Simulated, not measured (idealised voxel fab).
Herein follows the process module entitled voxel self aligned vias.
Section cut is 205 nm wide and gridded with 5 nm square cells.
We lay out every cross-section as a grid of square cells and spell it out in bands from the top down, where one band means one or more rows of cells. Band entry format. Leading values: height of top, height of bottom, nm. Remainder: materials in left-to-right order, each with its width in nm. Special words: "full width" on a single material, which then fills the band edge to edge; "air", empty space. Height is counted from the level 0, under which the received wafer is composed throughout of one material. The lowest of the bands is not closed at the bottom but continues downward, in the notation "0 nm and below". A width such as "30..40" changes by the same amount from each row of cells to the next, from the band's top row to its bottom row. A step reported as "no alteration" is a step in which no cell of the cross-section changed. The entry titled "Sealed cavities" provides the empty spaces that have no open way to the top, restricted to those of 8 cells or more. Each is presented as width x height at distance, the distance being measured from the left edge, with all three in nm. Note: text after step settings on the step line = simulator remark on that step. When a step includes a mask, the "overlay nm" setting on its line states how far to the right of its planned place that mask lay, and negative values state how far to the left.

Below is the list of planned process steps:
step 1: RECEIVE [material Si]
step 2: CONFORMAL_DEP [material SiO2] [thk nm 10]
step 3: CONFORMAL_DEP [material SiCN] [thk nm 5]
step 4: DIRECTIONAL_DEP [material lowk] [thk nm 30]
step 5: MASKED_ETCH [tone open] [mask id LINES] [width nm 20] [pitch nm 65] [etch materials lowk] [depth nm 30] [overlay nm 0]
step 6: CONFORMAL_DEP [material TiN] [thk nm 5]
step 7: FILL_DEP [material W] [thk nm 5]
step 8: CMP [height nm 45]
step 9: SELECTIVE_ETCH [etch materials W Ru TiN] [depth nm 5]
step 10: FILL_DEP [material SiN] [thk nm 5]
step 11: CMP [height nm 45]
step 12: DIRECTIONAL_DEP [material lowk] [thk nm 15]
step 13: PATTERN [tone open] [mask id VIAS] [material resist] [width nm 40] [pitch nm 65] [thk nm 20] [overlay nm 0]
step 14: DIRECTIONAL_ETCH [etch materials lowk] [depth nm 15]
step 15: DIRECTIONAL_ETCH [etch materials SiN] [depth nm 5]
step 16: STRIP [etch materials resist]
step 17: CONFORMAL_DEP [material TiN] [thk nm 5]
step 18: FILL_DEP [material Cu] [thk nm 10]
step 19: CMP [height nm 60]
step 20: CONFORMAL_DEP [material SiCN] [thk nm 5]

The first of two wafers, run as planned:

As-received state of the wafer in cross-section, equivalent to post-step 1:
	0 nm and below | Si full width
	Sealed cavities: none

Cross-sectional representation of the wafer at the conclusion of step 2:
	10 nm to 0 nm | SiO2 full width
	below 0: unchanged

Cross-sectional representation of the wafer at the conclusion of step 3:
	15 nm to 10 nm | SiCN full width
	below 10: unchanged

Cross-sectional representation of the wafer at the conclusion of step 4:
	45 nm to 15 nm | lowk full width
	below 15: unchanged

Cross-sectional representation of the wafer at the conclusion of step 5:
	45 nm to 15 nm | lowk=25, air=20, lowk=45, air=20, lowk=45, air=20, lowk=30
	below 15: unchanged

Cross-sectional representation of the wafer at the conclusion of step 6:
	50 nm to 45 nm | TiN=30, air=10, TiN=55, air=10, TiN=55, air=10, TiN=35
	45 nm to 20 nm | lowk=25, TiN=5, air=10, TiN=5, lowk=45, TiN=5, air=10, TiN=5, lowk=45, TiN=5, air=10, TiN=5, lowk=30
	20 nm to 15 nm | lowk=25, TiN=20, lowk=45, TiN=20, lowk=45, TiN=20, lowk=30
	below 15: unchanged

Cross-sectional representation of the wafer at the conclusion of step 7:
	55 nm to 50 nm | W full width
	50 nm to 45 nm | TiN=30, W=10, TiN=55, W=10, TiN=55, W=10, TiN=35
	45 nm to 20 nm | lowk=25, TiN=5, W=10, TiN=5, lowk=45, TiN=5, W=10, TiN=5, lowk=45, TiN=5, W=10, TiN=5, lowk=30
	below 20: unchanged

Cross-sectional representation of the wafer at the conclusion of step 8:
	45 nm to 20 nm | lowk=25, TiN=5, W=10, TiN=5, lowk=45, TiN=5, W=10, TiN=5, lowk=45, TiN=5, W=10, TiN=5, lowk=30
	below 20: unchanged

Cross-sectional representation of the wafer at the conclusion of step 9:
	45 nm to 40 nm | lowk=25, air=20, lowk=45, air=20, lowk=45, air=20, lowk=30
	below 40: unchanged

Cross-sectional representation of the wafer at the conclusion of step 10:
	50 nm to 45 nm | SiN full width
	45 nm to 40 nm | lowk=25, SiN=20, lowk=45, SiN=20, lowk=45, SiN=20, lowk=30
	below 40: unchanged

Cross-sectional representation of the wafer at the conclusion of step 11:
	45 nm to 40 nm | lowk=25, SiN=20, lowk=45, SiN=20, lowk=45, SiN=20, lowk=30
	below 40: unchanged

Cross-sectional representation of the wafer at the conclusion of step 12:
	60 nm to 45 nm | lowk full width
	below 45: unchanged

Cross-sectional representation of the wafer at the conclusion of step 13:
	80 nm to 60 nm | resist=15, air=40, resist=25, air=40, resist=25, air=40, resist=20
	below 60: unchanged

Cross-sectional representation of the wafer at the conclusion of step 14:
	80 nm to 60 nm | resist=15, air=40, resist=25, air=40, resist=25, air=40, resist=20
	60 nm to 45 nm | lowk=15, air=40, lowk=25, air=40, lowk=25, air=40, lowk=20
	below 45: unchanged

Cross-sectional representation of the wafer at the conclusion of step 15:
	80 nm to 60 nm | resist=15, air=40, resist=25, air=40, resist=25, air=40, resist=20
	60 nm to 45 nm | lowk=15, air=40, lowk=25, air=40, lowk=25, air=40, lowk=20
	45 nm to 40 nm | lowk=25, air=20, lowk=45, air=20, lowk=45, air=20, lowk=30
	below 40: unchanged

Cross-sectional representation of the wafer at the conclusion of step 16:
	60 nm to 45 nm | lowk=15, air=40, lowk=25, air=40, lowk=25, air=40, lowk=20
	below 45: unchanged

Cross-sectional representation of the wafer at the conclusion of step 17:
	65 nm to 60 nm | TiN=20, air=30, TiN=35, air=30, TiN=35, air=30, TiN=25
	60 nm to 50 nm | lowk=15, TiN=5, air=30, TiN=5, lowk=25, TiN=5, air=30, TiN=5, lowk=25, TiN=5, air=30, TiN=5, lowk=20
	50 nm to 45 nm | lowk=15, TiN=15, air=10, TiN=15, lowk=25, TiN=15, air=10, TiN=15, lowk=25, TiN=15, air=10, TiN=15, lowk=20
	45 nm to 40 nm | lowk=25, TiN=20, lowk=45, TiN=20, lowk=45, TiN=20, lowk=30
	below 40: unchanged

Cross-sectional representation of the wafer at the conclusion of step 18:
	75 nm to 65 nm | Cu full width
	65 nm to 60 nm | TiN=20, Cu=30, TiN=35, Cu=30, TiN=35, Cu=30, TiN=25
	60 nm to 50 nm | lowk=15, TiN=5, Cu=30, TiN=5, lowk=25, TiN=5, Cu=30, TiN=5, lowk=25, TiN=5, Cu=30, TiN=5, lowk=20
	50 nm to 45 nm | lowk=15, TiN=15, Cu=10, TiN=15, lowk=25, TiN=15, Cu=10, TiN=15, lowk=25, TiN=15, Cu=10, TiN=15, lowk=20
	below 45: unchanged

Cross-sectional representation of the wafer at the conclusion of step 19:
	60 nm to 50 nm | lowk=15, TiN=5, Cu=30, TiN=5, lowk=25, TiN=5, Cu=30, TiN=5, lowk=25, TiN=5, Cu=30, TiN=5, lowk=20
	below 50: unchanged

Cross-sectional representation of the wafer at the conclusion of step 20:
	65 nm to 60 nm | SiCN full width
	below 60: unchanged

Second wafer, same starting state and plan as the first, one mistake in the run, identical through step 4:

Second wafer profile in section, at the moment step 5 of the plan was meant to be complete:
	45 nm to 15 nm | lowk=30, air=20, lowk=45, air=20, lowk=45, air=20, lowk=25
	below 15: unchanged

Second wafer profile in section, at the moment step 6 of the plan was meant to be complete:
	50 nm to 45 nm | TiN=35, air=10, TiN=55, air=10, TiN=55, air=10, TiN=30
	45 nm to 20 nm | lowk=30, TiN=5, air=10, TiN=5, lowk=45, TiN=5, air=10, TiN=5, lowk=45, TiN=5, air=10, TiN=5, lowk=25
	20 nm to 15 nm | lowk=30, TiN=20, lowk=45, TiN=20, lowk=45, TiN=20, lowk=25
	below 15: unchanged

Second wafer profile in section, at the moment step 7 of the plan was meant to be complete:
	55 nm to 50 nm | W full width
	50 nm to 45 nm | TiN=35, W=10, TiN=55, W=10, TiN=55, W=10, TiN=30
	45 nm to 20 nm | lowk=30, TiN=5, W=10, TiN=5, lowk=45, TiN=5, W=10, TiN=5, lowk=45, TiN=5, W=10, TiN=5, lowk=25
	below 20: unchanged

Second wafer profile in section, at the moment step 8 of the plan was meant to be complete:
	45 nm to 20 nm | lowk=30, TiN=5, W=10, TiN=5, lowk=45, TiN=5, W=10, TiN=5, lowk=45, TiN=5, W=10, TiN=5, lowk=25
	below 20: unchanged

Second wafer profile in section, at the moment step 9 of the plan was meant to be complete:
	45 nm to 40 nm | lowk=30, air=20, lowk=45, air=20, lowk=45, air=20, lowk=25
	below 40: unchanged

Second wafer profile in section, at the moment step 10 of the plan was meant to be complete:
	50 nm to 45 nm | SiN full width
	45 nm to 40 nm | lowk=30, SiN=20, lowk=45, SiN=20, lowk=45, SiN=20, lowk=25
	below 40: unchanged

Second wafer profile in section, at the moment step 11 of the plan was meant to be complete:
	45 nm to 40 nm | lowk=30, SiN=20, lowk=45, SiN=20, lowk=45, SiN=20, lowk=25
	below 40: unchanged

Second wafer profile in section, at the moment step 12 of the plan was meant to be complete:
	60 nm to 45 nm | lowk full width
	below 45: unchanged

Second wafer profile in section, at the moment step 13 of the plan was meant to be complete:
	80 nm to 60 nm | resist=15, air=40, resist=25, air=40, resist=25, air=40, resist=20
	below 60: unchanged

Second wafer profile in section, at the moment step 14 of the plan was meant to be complete:
	80 nm to 60 nm | resist=15, air=40, resist=25, air=40, resist=25, air=40, resist=20
	60 nm to 45 nm | lowk=15, air=40, lowk=25, air=40, lowk=25, air=40, lowk=20
	below 45: unchanged

Second wafer profile in section, at the moment step 15 of the plan was meant to be complete:
	80 nm to 60 nm | resist=15, air=40, resist=25, air=40, resist=25, air=40, resist=20
	60 nm to 45 nm | lowk=15, air=40, lowk=25, air=40, lowk=25, air=40, lowk=20
	45 nm to 40 nm | lowk=30, air=20, lowk=45, air=20, lowk=45, air=20, lowk=25
	below 40: unchanged

Second wafer profile in section, at the moment step 16 of the plan was meant to be complete:
	60 nm to 45 nm | lowk=15, air=40, lowk=25, air=40, lowk=25, air=40, lowk=20
	below 45: unchanged

Second wafer profile in section, at the moment step 17 of the plan was meant to be complete:
	65 nm to 60 nm | TiN=20, air=30, TiN=35, air=30, TiN=35, air=30, TiN=25
	60 nm to 50 nm | lowk=15, TiN=5, air=30, TiN=5, lowk=25, TiN=5, air=30, TiN=5, lowk=25, TiN=5, air=30, TiN=5, lowk=20
	50 nm to 45 nm | lowk=15, TiN=20, air=10, TiN=10, lowk=25, TiN=20, air=10, TiN=10, lowk=25, TiN=20, air=10, TiN=10, lowk=20
	45 nm to 40 nm | lowk=30, TiN=20, lowk=45, TiN=20, lowk=45, TiN=20, lowk=25
	below 40: unchanged

Second wafer profile in section, at the moment step 18 of the plan was meant to be complete:
	75 nm to 65 nm | Cu full width
	65 nm to 60 nm | TiN=20, Cu=30, TiN=35, Cu=30, TiN=35, Cu=30, TiN=25
	60 nm to 50 nm | lowk=15, TiN=5, Cu=30, TiN=5, lowk=25, TiN=5, Cu=30, TiN=5, lowk=25, TiN=5, Cu=30, TiN=5, lowk=20
	50 nm to 45 nm | lowk=15, TiN=20, Cu=10, TiN=10, lowk=25, TiN=20, Cu=10, TiN=10, lowk=25, TiN=20, Cu=10, TiN=10, lowk=20
	below 45: unchanged

Second wafer profile in section, at the moment step 19 of the plan was meant to be complete:
	60 nm to 50 nm | lowk=15, TiN=5, Cu=30, TiN=5, lowk=25, TiN=5, Cu=30, TiN=5, lowk=25, TiN=5, Cu=30, TiN=5, lowk=20
	below 50: unchanged

Second wafer profile in section, at the moment step 20 of the plan was meant to be complete:
	65 nm to 60 nm | SiCN full width
	below 60: unchanged
In executing the process, a mistake was made relative to the plan: step 5 off recipe, ran as MASKED_ETCH [tone open] [mask id LINES] [width nm 20] [pitch nm 65] [etch materials lowk] [depth nm 30] [overlay nm 5]
When the process is done, the second wafer contains the same cell count of every material as the first wafer, but distributed over other locations.
